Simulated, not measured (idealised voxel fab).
process module | voxel lift off
cross-section cut | 285 nm wide | cells 5 nm
A cross-section is a grid of square cells, given in bands from the top down. A band is one or more rows of cells.
Each band's line starts with the height of the band's top and of its bottom, in nm. Then come its materials from left to right, each with its width in nm. One material with "throughout" fills the band from edge to edge. "air" is empty space.
Height 0 is the level under which the wafer as received is all one material. The lowest band goes on downwards, as in "0 down".
A width such as "30 to 40" changes by the same amount from each row of cells to the next, from the band's top row to its bottom row.
"no change" after a step means that no cell of the cross-section changed.
closed voids: empty space of 8 cells or more with no open way to the top, each as width x height at its distance from the left edge, in nm
after a step's settings: what the simulator itself notes on the step
overlay nm, on a step with a mask: how far to the right of its planned place the mask lay; to the left if negative
plan
1 op RECEIVE | material Si
2 op CONFORMAL_DEP | material SiO2 | thk nm 5
3 op PATTERN | tone open | mask id LINES | material resist | width nm 15 | pitch nm 30 | thk nm 20 | overlay nm 0
4 op DIRECTIONAL_DEP | material Ru | thk nm 10
5 op STRIP | etch materials resist
6 op CONFORMAL_DEP | material SiO2 | thk nm 5
as received, after step 1
  0 down: Si throughout
  closed voids: none
first wafer at the end, as planned
  20 to 15: air 100 | SiO2 25 | air 5 | SiO2 25 | air 5 | SiO2 25 | air 100
  15 to 10: air 100 | SiO2 5 | Ru 15 | SiO2 5 | air 5 | SiO2 5 | Ru 15 | SiO2 5 | air 5 | SiO2 5 | Ru 15 | SiO2 5 | air 100
  10 to 5: SiO2 105 | Ru 15 | SiO2 15 | Ru 15 | SiO2 15 | Ru 15 | SiO2 105
  5 to 0: SiO2 throughout
  0 down: Si throughout
  closed voids: none
second wafer at the end: like start, like plan, one mistake
  20 to 15: SiO2 110 | air 5 | SiO2 25 | air 5 | SiO2 25 | air 5 | SiO2 110
  15 to 10: Ru 105 | SiO2 5 | air 5 | SiO2 5 | Ru 15 | SiO2 5 | air 5 | SiO2 5 | Ru 15 | SiO2 5 | air 5 | SiO2 5 | Ru 105
  10 to 5: Ru 105 | SiO2 15 | Ru 15 | SiO2 15 | Ru 15 | SiO2 15 | Ru 105
  5 to 0: SiO2 throughout
  0 down: Si throughout
  closed voids: none
what went wrong: step 3 ran as: op PATTERN | tone cover | mask id LINES | material resist | width nm 15 | pitch nm 30 | thk nm 20 | overlay nm 0
at the end the second wafer has, in cells: 78 more of Ru
